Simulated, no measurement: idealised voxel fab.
Module name: voxel gate over fins (process module)
The width of the displayed cross-section, cut, is 235 nm; its cells are square, with a size of 5 nm.
Cross-section layout: square cells on a grid; listed as bands, top to bottom; a band spans one or more cell rows.
Within each band entry, the heights of the top and of the bottom of the band appear first, in that order and in nm; the materials of the band then follow from left to right, each with its corresponding width in nm. The designation "throughout" on a single material indicates that it fills the band from edge to edge; the designation "air" indicates empty space.
Note: height 0 marks the level under which the wafer is uniformly one material as received. Lowest band unbounded below, written "z 0 and below".
The width entry "30..40" should be interpreted row by row: the top row of cells in the band takes the first number, the bottom row takes the second number, and the change between adjacent rows is uniform throughout.
Reading "nothing different" for a step: not a cell of the cross-section changed in it.
"Sealed internal cavities" specifies each empty space that is not open to the top and that occupies no fewer than 8 cells, using the form width x height at distance, the distance measured from the left edge and all three quantities in nm.
Text after the settings on a step's line: the simulator's own remark on that step.
A step line may carry the setting "overlay nm", which, for steps involving a mask, states the distance by which the mask lay to the right of its intended position; negative values denote displacement to the left.
What follows is a series of pairs. Each pair shows a cross-section before one process step and the cross-section after it, and the after view is drawn only down to the lowest band that changed. Beneath each pair is the step that lies between the two, with its settings. Pairs may come from different runs of this module on the same starting wafer, so a pair continues from the one above it only where its entry headed "Structure before processing" says so.
**Structure before processing**
* z 0 and below  Si throughout
* Sealed internal cavities: none
**Post-Step Snapshot**
* z 10 to 0  SiN throughout
* Everything below 0 is unchanged.
* Sealed internal cavities: none
Connecting step for the cross-sections above: op CONFORMAL_DEP | material SiN | thk nm 10
Structure before processing: identical to the post-step cross-section of the immediately preceding pair.
**Post-Step Snapshot**
* z 25 to 10  aC throughout
* Everything below 10 is unchanged.
* Sealed internal cavities: none
Connecting step for the cross-sections above: op DIRECTIONAL_DEP | material aC | thk nm 15
Structure before processing: identical to the post-step cross-section of the immediately preceding pair.
**Post-Step Snapshot**
* z 60 to 25  90 of air | 15 of resist | 25 of air | 15 of resist | 90 of air
* Everything below 25 is unchanged.
* Sealed internal cavities: none
Connecting step for the cross-sections above: op PATTERN | tone cover | mask id FINS | material resist | width nm 15 | pitch nm 40 | thk nm 35 | overlay nm 0
Structure before processing: identical to the post-step cross-section of the immediately preceding pair.
**Post-Step Snapshot**
* z 45 to 25  90 of air | 15 of resist | 25 of air | 15 of resist | 90 of air
* z 25 to 10  90 of air | 15 of aC | 25 of air | 15 of aC | 90 of air
* Everything below 10 is unchanged.
* Sealed internal cavities: none
Connecting step for the cross-sections above: op DIRECTIONAL_ETCH | etch materials aC | depth nm 15
Structure before processing: identical to the post-step cross-section of the immediately preceding pair.
**Post-Step Snapshot**
* z 25 to 10  90 of air | 15 of aC | 25 of air | 15 of aC | 90 of air
* Everything below 10 is unchanged.
* Sealed internal cavities: none
Connecting step for the cross-sections above: op STRIP | etch materials resist
Structure before processing: identical to the post-step cross-section of the immediately preceding pair.
**Post-Step Snapshot**
* z 25 to 10  90 of air | 15 of aC | 25 of air | 15 of aC | 90 of air
* z 10 to 0  90 of air | 15 of SiN | 25 of air | 15 of SiN | 90 of air
* Everything below 0 is unchanged.
* Sealed internal cavities: none
Connecting step for the cross-sections above: op DIRECTIONAL_ETCH | etch materials SiN | depth nm 10
Structure before processing: identical to the post-step cross-section of the immediately preceding pair.
**Post-Step Snapshot**
* z 25 to 10  90 of air | 15 of aC | 25 of air | 15 of aC | 90 of air
* z 10 to 0  90 of air | 15 of SiN | 25 of air | 15 of SiN | 90 of air
* z 0 to -40  90 of air | 15 of Si | 25 of air | 15 of Si | 90 of air
* Everything below -40 is unchanged.
* Sealed internal cavities: none
Connecting step for the cross-sections above: op DIRECTIONAL_ETCH | etch materials Si | depth nm 40
Structure before processing: identical to the post-step cross-section of the immediately preceding pair.
**Post-Step Snapshot**
* z 10 to 0  90 of air | 15 of SiN | 25 of air | 15 of SiN | 90 of air
* Everything below 0 is unchanged.
* Sealed internal cavities: none
Connecting step for the cross-sections above: op STRIP | etch materials aC
Structure before processing: identical to the post-step cross-section of the immediately preceding pair.
**Post-Step Snapshot**
* z 15 to 10  SiO2 throughout
* z 10 to 0  90 of SiO2 | 15 of SiN | 25 of SiO2 | 15 of SiN | 90 of SiO2
* z 0 to -40  90 of SiO2 | 15 of Si | 25 of SiO2 | 15 of Si | 90 of SiO2
* Everything below -40 is unchanged.
* Sealed internal cavities: none
Connecting step for the cross-sections above: op FILL_DEP | material SiO2 | thk nm 5
Structure before processing: identical to the post-step cross-section of the immediately preceding pair.
**Post-Step Snapshot**
* z 10 to 0  90 of SiO2 | 15 of SiN | 25 of SiO2 | 15 of SiN | 90 of SiO2
* Everything below 0 is unchanged.
* Sealed internal cavities: none
Connecting step for the cross-sections above: op CMP | height nm 10
Structure before processing: identical to the post-step cross-section of the immediately preceding pair.
**Post-Step Snapshot**
* z 10 to 0  90 of air | 15 of SiN | 25 of air | 15 of SiN | 90 of air
* z 0 to -15  90 of air | 15 of Si | 25 of air | 15 of Si | 90 of air
* Everything below -15 is unchanged.
* Sealed internal cavities: none
Connecting step for the cross-sections above: op SELECTIVE_ETCH | etch materials SiO2 | depth nm 25
Structure before processing: identical to the post-step cross-section of the immediately preceding pair.
**Post-Step Snapshot**
* z 0 to -15  90 of air | 15 of Si | 25 of air | 15 of Si | 90 of air
* Everything below -15 is unchanged.
* Sealed internal cavities: none
Connecting step for the cross-sections above: op STRIP | etch materials SiN
Structure before processing: identical to the post-step cross-section of the immediately preceding pair.
**Post-Step Snapshot**
* z 5 to 0  85 of air | 25 of HfO2 | 15 of air | 25 of HfO2 | 85 of air
* z 0 to -10  85 of air | 5 of HfO2 | 15 of Si | 5 of HfO2 | 15 of air | 5 of HfO2 | 15 of Si | 5 of HfO2 | 85 of air
* z -10 to -15  90 of HfO2 | 15 of Si | 25 of HfO2 | 15 of Si | 90 of HfO2
* Everything below -15 is unchanged.
* Sealed internal cavities: none
Connecting step for the cross-sections above: op CONFORMAL_DEP | material HfO2 | thk nm 5
Structure before processing: identical to the post-step cross-section of the immediately preceding pair.
**Post-Step Snapshot**
* z 10 to 5  80 of air | 35 of TiN | 5 of air | 35 of TiN | 80 of air
* z 5 to 0  80 of air | 5 of TiN | 25 of HfO2 | 5 of TiN | 5 of air | 5 of TiN | 25 of HfO2 | 5 of TiN | 80 of air
* z 0 to -5  80 of air | 5 of TiN | 5 of HfO2 | 15 of Si | 5 of HfO2 | 5 of TiN | 5 of air | 5 of TiN | 5 of HfO2 | 15 of Si | 5 of HfO2 | 5 of TiN | 80 of air
* z -5 to -10  85 of TiN | 5 of HfO2 | 15 of Si | 5 of HfO2 | 15 of TiN | 5 of HfO2 | 15 of Si | 5 of HfO2 | 85 of TiN
* Everything below -10 is unchanged.
* Sealed internal cavities: none
Connecting step for the cross-sections above: op CONFORMAL_DEP | material TiN | thk nm 5
Structure before processing: identical to the post-step cross-section of the immediately preceding pair.
**Post-Step Snapshot**
* z 15 to 10  75 of air | 85 of TiAl | 75 of air
* z 10 to 5  75 of air | 5 of TiAl | 35 of TiN | 5 of TiAl | 35 of TiN | 5 of TiAl | 75 of air
* z 5 to 0  75 of air | 5 of TiAl | 5 of TiN | 25 of HfO2 | 5 of TiN | 5 of TiAl | 5 of TiN | 25 of HfO2 | 5 of TiN | 5 of TiAl | 75 of air
* z 0 to -5  80 of TiAl | 5 of TiN | 5 of HfO2 | 15 of Si | 5 of HfO2 | 5 of TiN | 5 of TiAl | 5 of TiN | 5 of HfO2 | 15 of Si | 5 of HfO2 | 5 of TiN | 80 of TiAl
* Everything below -5 is unchanged.
* Sealed internal cavities: none
Connecting step for the cross-sections above: op CONFORMAL_DEP | material TiAl | thk nm 5
Structure before processing: identical to the post-step cross-section of the immediately preceding pair.
**Post-Step Snapshot**
* z 20 to 15  70 of air | 95 of TiN | 70 of air
* z 15 to 10  70 of air | 5 of TiN | 85 of TiAl | 5 of TiN | 70 of air
* z 10 to 5  70 of air | 5 of TiN | 5 of TiAl | 35 of TiN | 5 of TiAl | 35 of TiN | 5 of TiAl | 5 of TiN | 70 of air
* z 5 to 0  75 of TiN | 5 of TiAl | 5 of TiN | 25 of HfO2 | 5 of TiN | 5 of TiAl | 5 of TiN | 25 of HfO2 | 5 of TiN | 5 of TiAl | 75 of TiN
* Everything below 0 is unchanged.
* Sealed internal cavities: none
Connecting step for the cross-sections above: op CONFORMAL_DEP | material TiN | thk nm 5
Structure before processing: identical to the post-step cross-section of the immediately preceding pair.
**Post-Step Snapshot**
* z 30 to 20  W throughout
* z 20 to 15  70 of W | 95 of TiN | 70 of W
* z 15 to 10  70 of W | 5 of TiN | 85 of TiAl | 5 of TiN | 70 of W
* z 10 to 5  70 of W | 5 of TiN | 5 of TiAl | 35 of TiN | 5 of TiAl | 35 of TiN | 5 of TiAl | 5 of TiN | 70 of W
* Everything below 5 is unchanged.
* Sealed internal cavities: none
Connecting step for the cross-sections above: op FILL_DEP | material W | thk nm 10
Structure before processing: identical to the post-step cross-section of the immediately preceding pair.
**Post-Step Snapshot**
* z 25 to 20  W throughout
* Everything below 20 is unchanged.
* Sealed internal cavities: none
Connecting step for the cross-sections above: op CMP | height nm 25
Structure before processing: identical to the post-step cross-section of the immediately preceding pair.
**Post-Step Snapshot**
* z 35 to 25  SiN throughout
* Everything below 25 is unchanged.
* Sealed internal cavities: none
Connecting step for the cross-sections above: op CONFORMAL_DEP | material SiN | thk nm 10
**Structure before processing**
* z 5 to 0  85 of air | 25 of HfO2 | 15 of air | 25 of HfO2 | 85 of air
* z 0 to -10  85 of air | 5 of HfO2 | 15 of Si | 5 of HfO2 | 15 of air | 5 of HfO2 | 15 of Si | 5 of HfO2 | 85 of air
* z -10 to -15  90 of HfO2 | 15 of Si | 25 of HfO2 | 15 of Si | 90 of HfO2
* z -15 to -40  90 of SiO2 | 15 of Si | 25 of SiO2 | 15 of Si | 90 of SiO2
* z -40 and below  Si throughout
* Sealed internal cavities: none
**Post-Step Snapshot**
* z 10 to 5  80 of air | 35 of TiAl | 5 of air | 35 of TiAl | 80 of air
* z 5 to 0  80 of air | 5 of TiAl | 25 of HfO2 | 5 of TiAl | 5 of air | 5 of TiAl | 25 of HfO2 | 5 of TiAl | 80 of air
* z 0 to -5  80 of air | 5 of TiAl | 5 of HfO2 | 15 of Si | 5 of HfO2 | 5 of TiAl | 5 of air | 5 of TiAl | 5 of HfO2 | 15 of Si | 5 of HfO2 | 5 of TiAl | 80 of air
* z -5 to -10  85 of TiAl | 5 of HfO2 | 15 of Si | 5 of HfO2 | 15 of TiAl | 5 of HfO2 | 15 of Si | 5 of HfO2 | 85 of TiAl
* Everything below -10 is unchanged.
* Sealed internal cavities: none
Connecting step for the cross-sections above: op CONFORMAL_DEP | material TiAl | thk nm 5
Structure before processing: identical to the post-step cross-section of the immediately preceding pair.
**Post-Step Snapshot**
* z 15 to 10  75 of air | 85 of TiN | 75 of air
* z 10 to 5  75 of air | 5 of TiN | 35 of TiAl | 5 of TiN | 35 of TiAl | 5 of TiN | 75 of air
* z 5 to 0  75 of air | 5 of TiN | 5 of TiAl | 25 of HfO2 | 5 of TiAl | 5 of TiN | 5 of TiAl | 25 of HfO2 | 5 of TiAl | 5 of TiN | 75 of air
* z 0 to -5  80 of TiN | 5 of TiAl | 5 of HfO2 | 15 of Si | 5 of HfO2 | 5 of TiAl | 5 of TiN | 5 of TiAl | 5 of HfO2 | 15 of Si | 5 of HfO2 | 5 of TiAl | 80 of TiN
* Everything below -5 is unchanged.
* Sealed internal cavities: none
Connecting step for the cross-sections above: op CONFORMAL_DEP | material TiN | thk nm 5
Structure before processing: identical to the post-step cross-section of the immediately preceding pair.
**Post-Step Snapshot**
* z 25 to 15  W throughout
* z 15 to 10  75 of W | 85 of TiN | 75 of W
* z 10 to 5  75 of W | 5 of TiN | 35 of TiAl | 5 of TiN | 35 of TiAl | 5 of TiN | 75 of W
* z 5 to 0  75 of W | 5 of TiN | 5 of TiAl | 25 of HfO2 | 5 of TiAl | 5 of TiN | 5 of TiAl | 25 of HfO2 | 5 of TiAl | 5 of TiN | 75 of W
* Everything below 0 is unchanged.
* Sealed internal cavities: none
Connecting step for the cross-sections above: op FILL_DEP | material W | thk nm 10
Structure before processing: identical to the post-step cross-section of the immediately preceding pair.
**Post-Step Snapshot**
* z 35 to 25  SiN throughout
* Everything below 25 is unchanged.
* Sealed internal cavities: none
Connecting step for the cross-sections above: op CONFORMAL_DEP | material SiN | thk nm 10
**Structure before processing**
* z 0 to -15  90 of air | 15 of Si | 25 of air | 15 of Si | 90 of air
* z -15 to -40  90 of SiO2 | 15 of Si | 25 of SiO2 | 15 of Si | 90 of SiO2
* z -40 and below  Si throughout
* Sealed internal cavities: none
**Post-Step Snapshot**
* z 5 to 0  85 of air | 25 of TiN | 15 of air | 25 of TiN | 85 of air
* z 0 to -10  85 of air | 5 of TiN | 15 of Si | 5 of TiN | 15 of air | 5 of TiN | 15 of Si | 5 of TiN | 85 of air
* z -10 to -15  90 of TiN | 15 of Si | 25 of TiN | 15 of Si | 90 of TiN
* Everything below -15 is unchanged.
* Sealed internal cavities: none
Connecting step for the cross-sections above: op CONFORMAL_DEP | material TiN | thk nm 5
Structure before processing: identical to the post-step cross-section of the immediately preceding pair.
**Post-Step Snapshot**
* z 10 to 5  80 of air | 35 of HfO2 | 5 of air | 35 of HfO2 | 80 of air
* z 5 to 0  80 of air | 5 of HfO2 | 25 of TiN | 5 of HfO2 | 5 of air | 5 of HfO2 | 25 of TiN | 5 of HfO2 | 80 of air
* z 0 to -5  80 of air | 5 of HfO2 | 5 of TiN | 15 of Si | 5 of TiN | 5 of HfO2 | 5 of air | 5 of HfO2 | 5 of TiN | 15 of Si | 5 of TiN | 5 of HfO2 | 80 of air
* z -5 to -10  85 of HfO2 | 5 of TiN | 15 of Si | 5 of TiN | 15 of HfO2 | 5 of TiN | 15 of Si | 5 of TiN | 85 of HfO2
* Everything below -10 is unchanged.
* Sealed internal cavities: none
Connecting step for the cross-sections above: op CONFORMAL_DEP | material HfO2 | thk nm 5
Structure before processing: identical to the post-step cross-section of the immediately preceding pair.
**Post-Step Snapshot**
* z 15 to 10  75 of air | 85 of TiAl | 75 of air
* z 10 to 5  75 of air | 5 of TiAl | 35 of HfO2 | 5 of TiAl | 35 of HfO2 | 5 of TiAl | 75 of air
* z 5 to 0  75 of air | 5 of TiAl | 5 of HfO2 | 25 of TiN | 5 of HfO2 | 5 of TiAl | 5 of HfO2 | 25 of TiN | 5 of HfO2 | 5 of TiAl | 75 of air
* z 0 to -5  80 of TiAl | 5 of HfO2 | 5 of TiN | 15 of Si | 5 of TiN | 5 of HfO2 | 5 of TiAl | 5 of HfO2 | 5 of TiN | 15 of Si | 5 of TiN | 5 of HfO2 | 80 of TiAl
* Everything below -5 is unchanged.
* Sealed internal cavities: none
Connecting step for the cross-sections above: op CONFORMAL_DEP | material TiAl | thk nm 5
Structure before processing: identical to the post-step cross-section of the immediately preceding pair.
**Post-Step Snapshot**
* z 20 to 15  70 of air | 95 of TiN | 70 of air
* z 15 to 10  70 of air | 5 of TiN | 85 of TiAl | 5 of TiN | 70 of air
* z 10 to 5  70 of air | 5 of TiN | 5 of TiAl | 35 of HfO2 | 5 of TiAl | 35 of HfO2 | 5 of TiAl | 5 of TiN | 70 of air
* z 5 to 0  75 of TiN | 5 of TiAl | 5 of HfO2 | 25 of TiN | 5 of HfO2 | 5 of TiAl | 5 of HfO2 | 25 of TiN | 5 of HfO2 | 5 of TiAl | 75 of TiN
* Everything below 0 is unchanged.
* Sealed internal cavities: none
Connecting step for the cross-sections above: op CONFORMAL_DEP | material TiN | thk nm 5
Structure before processing: identical to the post-step cross-section of the immediately preceding pair.
**Post-Step Snapshot**
* z 30 to 20  W throughout
* z 20 to 15  70 of W | 95 of TiN | 70 of W
* z 15 to 10  70 of W | 5 of TiN | 85 of TiAl | 5 of TiN | 70 of W
* z 10 to 5  70 of W | 5 of TiN | 5 of TiAl | 35 of HfO2 | 5 of TiAl | 35 of HfO2 | 5 of TiAl | 5 of TiN | 70 of W
* Everything below 5 is unchanged.
* Sealed internal cavities: none
Connecting step for the cross-sections above: op FILL_DEP | material W | thk nm 10
Structure before processing: identical to the post-step cross-section of the immediately preceding pair.
**Post-Step Snapshot**
* z 25 to 20  W throughout
* Everything below 20 is unchanged.
* Sealed internal cavities: none
Connecting step for the cross-sections above: op CMP | height nm 25
Structure before processing: identical to the post-step cross-section of the immediately preceding pair.
**Post-Step Snapshot**
* z 35 to 25  SiN throughout
* Everything below 25 is unchanged.
* Sealed internal cavities: none
Connecting step for the cross-sections above: op CONFORMAL_DEP | material SiN | thk nm 10
**Structure before processing**
* z 25 to 20  W throughout
* z 20 to 15  70 of W | 95 of TiN | 70 of W
* z 15 to 10  70 of W | 5 of TiN | 85 of TiAl | 5 of TiN | 70 of W
* z 10 to 5  70 of W | 5 of TiN | 5 of TiAl | 35 of TiN | 5 of TiAl | 35 of TiN | 5 of TiAl | 5 of TiN | 70 of W
* z 5 to 0  75 of TiN | 5 of TiAl | 5 of TiN | 25 of HfO2 | 5 of TiN | 5 of TiAl | 5 of TiN | 25 of HfO2 | 5 of TiN | 5 of TiAl | 75 of TiN
* z 0 to -5  80 of TiAl | 5 of TiN | 5 of HfO2 | 15 of Si | 5 of HfO2 | 5 of TiN | 5 of TiAl | 5 of TiN | 5 of HfO2 | 15 of Si | 5 of HfO2 | 5 of TiN | 80 of TiAl
* z -5 to -10  85 of TiN | 5 of HfO2 | 15 of Si | 5 of HfO2 | 15 of TiN | 5 of HfO2 | 15 of Si | 5 of HfO2 | 85 of TiN
* z -10 to -15  90 of HfO2 | 15 of Si | 25 of HfO2 | 15 of Si | 90 of HfO2
* z -15 to -40  90 of SiO2 | 15 of Si | 25 of SiO2 | 15 of Si | 90 of SiO2
* z -40 and below  Si throughout
* Sealed internal cavities: none
**Post-Step Snapshot**
* z 40 to 25  SiN throughout
* Everything below 25 is unchanged.
* Sealed internal cavities: none
Connecting step for the cross-sections above: op CONFORMAL_DEP | material SiN | thk nm 15
**Structure before processing**
* z 25 to 10  aC throughout
* z 10 to 0  SiN throughout
* z 0 and below  Si throughout
* Sealed internal cavities: none
**Post-Step Snapshot**
* z 60 to 25  85 of air | 25 of resist | 15 of air | 25 of resist | 85 of air
* Everything below 25 is unchanged.
* Sealed internal cavities: none
Connecting step for the cross-sections above: op PATTERN | tone cover | mask id FINS | material resist | width nm 25 | pitch nm 40 | thk nm 35 | overlay nm 0
Structure before processing: identical to the post-step cross-section of the immediately preceding pair.
**Post-Step Snapshot**
* z 45 to 25  85 of air | 25 of resist | 15 of air | 25 of resist | 85 of air
* z 25 to 10  85 of air | 25 of aC | 15 of air | 25 of aC | 85 of air
* Everything below 10 is unchanged.
* Sealed internal cavities: none
Connecting step for the cross-sections above: op DIRECTIONAL_ETCH | etch materials aC | depth nm 15
Structure before processing: identical to the post-step cross-section of the immediately preceding pair.
**Post-Step Snapshot**
* z 25 to 10  85 of air | 25 of aC | 15 of air | 25 of aC | 85 of air
* Everything below 10 is unchanged.
* Sealed internal cavities: none
Connecting step for the cross-sections above: op STRIP | etch materials resist
Structure before processing: identical to the post-step cross-section of the immediately preceding pair.
**Post-Step Snapshot**
* z 25 to 10  85 of air | 25 of aC | 15 of air | 25 of aC | 85 of air
* z 10 to 0  85 of air | 25 of SiN | 15 of air | 25 of SiN | 85 of air
* Everything below 0 is unchanged.
* Sealed internal cavities: none
Connecting step for the cross-sections above: op DIRECTIONAL_ETCH | etch materials SiN | depth nm 10
Structure before processing: identical to the post-step cross-section of the immediately preceding pair.
**Post-Step Snapshot**
* z 25 to 10  85 of air | 25 of aC | 15 of air | 25 of aC | 85 of air
* z 10 to 0  85 of air | 25 of SiN | 15 of air | 25 of SiN | 85 of air
* z 0 to -40  85 of air | 25 of Si | 15 of air | 25 of Si | 85 of air
* Everything below -40 is unchanged.
* Sealed internal cavities: none
Connecting step for the cross-sections above: op DIRECTIONAL_ETCH | etch materials Si | depth nm 40
Structure before processing: identical to the post-step cross-section of the immediately preceding pair.
**Post-Step Snapshot**
* z 10 to 0  85 of air | 25 of SiN | 15 of air | 25 of SiN | 85 of air
* Everything below 0 is unchanged.
* Sealed internal cavities: none
Connecting step for the cross-sections above: op STRIP | etch materials aC
Structure before processing: identical to the post-step cross-section of the immediately preceding pair.
**Post-Step Snapshot**
* z 15 to 10  SiO2 throughout
* z 10 to 0  85 of SiO2 | 25 of SiN | 15 of SiO2 | 25 of SiN | 85 of SiO2
* z 0 to -40  85 of SiO2 | 25 of Si | 15 of SiO2 | 25 of Si | 85 of SiO2
* Everything below -40 is unchanged.
* Sealed internal cavities: none
Connecting step for the cross-sections above: op FILL_DEP | material SiO2 | thk nm 5
Structure before processing: identical to the post-step cross-section of the immediately preceding pair.
**Post-Step Snapshot**
* z 10 to 0  85 of SiO2 | 25 of SiN | 15 of SiO2 | 25 of SiN | 85 of SiO2
* Everything below 0 is unchanged.
* Sealed internal cavities: none
Connecting step for the cross-sections above: op CMP | height nm 10
Structure before processing: identical to the post-step cross-section of the immediately preceding pair.
**Post-Step Snapshot**
* z 10 to 0  85 of air | 25 of SiN | 15 of air | 25 of SiN | 85 of air
* z 0 to -15  85 of air | 25 of Si | 15 of air | 25 of Si | 85 of air
* Everything below -15 is unchanged.
* Sealed internal cavities: none
Connecting step for the cross-sections above: op SELECTIVE_ETCH | etch materials SiO2 | depth nm 25
Structure before processing: identical to the post-step cross-section of the immediately preceding pair.
**Post-Step Snapshot**
* z 0 to -15  85 of air | 25 of Si | 15 of air | 25 of Si | 85 of air
* Everything below -15 is unchanged.
* Sealed internal cavities: none
Connecting step for the cross-sections above: op STRIP | etch materials SiN
Structure before processing: identical to the post-step cross-section of the immediately preceding pair.
**Post-Step Snapshot**
* z 5 to 0  80 of air | 35 of HfO2 | 5 of air | 35 of HfO2 | 80 of air
* z 0 to -10  80 of air | 5 of HfO2 | 25 of Si | 5 of HfO2 | 5 of air | 5 of HfO2 | 25 of Si | 5 of HfO2 | 80 of air
* z -10 to -15  85 of HfO2 | 25 of Si | 15 of HfO2 | 25 of Si | 85 of HfO2
* Everything below -15 is unchanged.
* Sealed internal cavities: none
Connecting step for the cross-sections above: op CONFORMAL_DEP | material HfO2 | thk nm 5
Structure before processing: identical to the post-step cross-section of the immediately preceding pair.
**Post-Step Snapshot**
* z 10 to 5  75 of air | 85 of TiN | 75 of air
* z 5 to 0  75 of air | 5 of TiN | 35 of HfO2 | 5 of TiN | 35 of HfO2 | 5 of TiN | 75 of air
* z 0 to -5  75 of air | 5 of TiN | 5 of HfO2 | 25 of Si | 5 of HfO2 | 5 of TiN | 5 of HfO2 | 25 of Si | 5 of HfO2 | 5 of TiN | 75 of air
* z -5 to -10  80 of TiN | 5 of HfO2 | 25 of Si | 5 of HfO2 | 5 of TiN | 5 of HfO2 | 25 of Si | 5 of HfO2 | 80 of TiN
* Everything below -10 is unchanged.
* Sealed internal cavities: none
Connecting step for the cross-sections above: op CONFORMAL_DEP | material TiN | thk nm 5
Structure before processing: identical to the post-step cross-section of the immediately preceding pair.
**Post-Step Snapshot**
* z 15 to 10  70 of air | 95 of TiAl | 70 of air
* z 10 to 5  70 of air | 5 of TiAl | 85 of TiN | 5 of TiAl | 70 of air
* z 5 to 0  70 of air | 5 of TiAl | 5 of TiN | 35 of HfO2 | 5 of TiN | 35 of HfO2 | 5 of TiN | 5 of TiAl | 70 of air
* z 0 to -5  75 of TiAl | 5 of TiN | 5 of HfO2 | 25 of Si | 5 of HfO2 | 5 of TiN | 5 of HfO2 | 25 of Si | 5 of HfO2 | 5 of TiN | 75 of TiAl
* Everything below -5 is unchanged.
* Sealed internal cavities: none
Connecting step for the cross-sections above: op CONFORMAL_DEP | material TiAl | thk nm 5
Structure before processing: identical to the post-step cross-section of the immediately preceding pair.
**Post-Step Snapshot**
* z 20 to 15  65 of air | 105 of TiN | 65 of air
* z 15 to 10  65 of air | 5 of TiN | 95 of TiAl | 5 of TiN | 65 of air
* z 10 to 5  65 of air | 5 of TiN | 5 of TiAl | 85 of TiN | 5 of TiAl | 5 of TiN | 65 of air
* z 5 to 0  70 of TiN | 5 of TiAl | 5 of TiN | 35 of HfO2 | 5 of TiN | 35 of HfO2 | 5 of TiN | 5 of TiAl | 70 of TiN
* Everything below 0 is unchanged.
* Sealed internal cavities: none
Connecting step for the cross-sections above: op CONFORMAL_DEP | material TiN | thk nm 5
Structure before processing: identical to the post-step cross-section of the immediately preceding pair.
**Post-Step Snapshot**
* z 30 to 20  W throughout
* z 20 to 15  65 of W | 105 of TiN | 65 of W
* z 15 to 10  65 of W | 5 of TiN | 95 of TiAl | 5 of TiN | 65 of W
* z 10 to 5  65 of W | 5 of TiN | 5 of TiAl | 85 of TiN | 5 of TiAl | 5 of TiN | 65 of W
* Everything below 5 is unchanged.
* Sealed internal cavities: none
Connecting step for the cross-sections above: op FILL_DEP | material W | thk nm 10
Structure before processing: identical to the post-step cross-section of the immediately preceding pair.
**Post-Step Snapshot**
* z 25 to 20  W throughout
* Everything below 20 is unchanged.
* Sealed internal cavities: none
Connecting step for the cross-sections above: op CMP | height nm 25
Structure before processing: identical to the post-step cross-section of the immediately preceding pair.
**Post-Step Snapshot**
* z 35 to 25  SiN throughout
* Everything below 25 is unchanged.
* Sealed internal cavities: none
Connecting step for the cross-sections above: op CONFORMAL_DEP | material SiN | thk nm 10
**Structure before processing**
* z 25 to 10  aC throughout
* z 10 to 0  SiN throughout
* z 0 and below  Si throughout
* Sealed internal cavities: none
**Post-Step Snapshot**
* z 60 to 25  85 of air | 15 of resist | 25 of air | 15 of resist | 95 of air
* Everything below 25 is unchanged.
* Sealed internal cavities: none
Connecting step for the cross-sections above: op PATTERN | tone cover | mask id FINS | material resist | width nm 15 | pitch nm 40 | thk nm 35 | overlay nm -5
Structure before processing: identical to the post-step cross-section of the immediately preceding pair.
**Post-Step Snapshot**
* z 45 to 25  85 of air | 15 of resist | 25 of air | 15 of resist | 95 of air
* z 25 to 10  85 of air | 15 of aC | 25 of air | 15 of aC | 95 of air
* Everything below 10 is unchanged.
* Sealed internal cavities: none
Connecting step for the cross-sections above: op DIRECTIONAL_ETCH | etch materials aC | depth nm 15
Structure before processing: identical to the post-step cross-section of the immediately preceding pair.
**Post-Step Snapshot**
* z 25 to 10  85 of air | 15 of aC | 25 of air | 15 of aC | 95 of air
* Everything below 10 is unchanged.
* Sealed internal cavities: none
Connecting step for the cross-sections above: op STRIP | etch materials resist
Structure before processing: identical to the post-step cross-section of the immediately preceding pair.
**Post-Step Snapshot**
* z 25 to 10  85 of air | 15 of aC | 25 of air | 15 of aC | 95 of air
* z 10 to 0  85 of air | 15 of SiN | 25 of air | 15 of SiN | 95 of air
* Everything below 0 is unchanged.
* Sealed internal cavities: none
Connecting step for the cross-sections above: op DIRECTIONAL_ETCH | etch materials SiN | depth nm 10
Structure before processing: identical to the post-step cross-section of the immediately preceding pair.
**Post-Step Snapshot**
* z 25 to 10  85 of air | 15 of aC | 25 of air | 15 of aC | 95 of air
* z 10 to 0  85 of air | 15 of SiN | 25 of air | 15 of SiN | 95 of air
* z 0 to -40  85 of air | 15 of Si | 25 of air | 15 of Si | 95 of air
* Everything below -40 is unchanged.
* Sealed internal cavities: none
Connecting step for the cross-sections above: op DIRECTIONAL_ETCH | etch materials Si | depth nm 40
Structure before processing: identical to the post-step cross-section of the immediately preceding pair.
**Post-Step Snapshot**
* z 10 to 0  85 of air | 15 of SiN | 25 of air | 15 of SiN | 95 of air
* Everything below 0 is unchanged.
* Sealed internal cavities: none
Connecting step for the cross-sections above: op STRIP | etch materials aC
Structure before processing: identical to the post-step cross-section of the immediately preceding pair.
**Post-Step Snapshot**
* z 15 to 10  SiO2 throughout
* z 10 to 0  85 of SiO2 | 15 of SiN | 25 of SiO2 | 15 of SiN | 95 of SiO2
* z 0 to -40  85 of SiO2 | 15 of Si | 25 of SiO2 | 15 of Si | 95 of SiO2
* Everything below -40 is unchanged.
* Sealed internal cavities: none
Connecting step for the cross-sections above: op FILL_DEP | material SiO2 | thk nm 5
Structure before processing: identical to the post-step cross-section of the immediately preceding pair.
**Post-Step Snapshot**
* z 10 to 0  85 of SiO2 | 15 of SiN | 25 of SiO2 | 15 of SiN | 95 of SiO2
* Everything below 0 is unchanged.
* Sealed internal cavities: none
Connecting step for the cross-sections above: op CMP | height nm 10
Structure before processing: identical to the post-step cross-section of the immediately preceding pair.
**Post-Step Snapshot**
* z 10 to 0  85 of air | 15 of SiN | 25 of air | 15 of SiN | 95 of air
* z 0 to -15  85 of air | 15 of Si | 25 of air | 15 of Si | 95 of air
* Everything below -15 is unchanged.
* Sealed internal cavities: none
Connecting step for the cross-sections above: op SELECTIVE_ETCH | etch materials SiO2 | depth nm 25
Structure before processing: identical to the post-step cross-section of the immediately preceding pair.
**Post-Step Snapshot**
* z 0 to -15  85 of air | 15 of Si | 25 of air | 15 of Si | 95 of air
* Everything below -15 is unchanged.
* Sealed internal cavities: none
Connecting step for the cross-sections above: op STRIP | etch materials SiN
Structure before processing: identical to the post-step cross-section of the immediately preceding pair.
**Post-Step Snapshot**
* z 5 to 0  80 of air | 25 of HfO2 | 15 of air | 25 of HfO2 | 90 of air
* z 0 to -10  80 of air | 5 of HfO2 | 15 of Si | 5 of HfO2 | 15 of air | 5 of HfO2 | 15 of Si | 5 of HfO2 | 90 of air
* z -10 to -15  85 of HfO2 | 15 of Si | 25 of HfO2 | 15 of Si | 95 of HfO2
* Everything below -15 is unchanged.
* Sealed internal cavities: none
Connecting step for the cross-sections above: op CONFORMAL_DEP | material HfO2 | thk nm 5
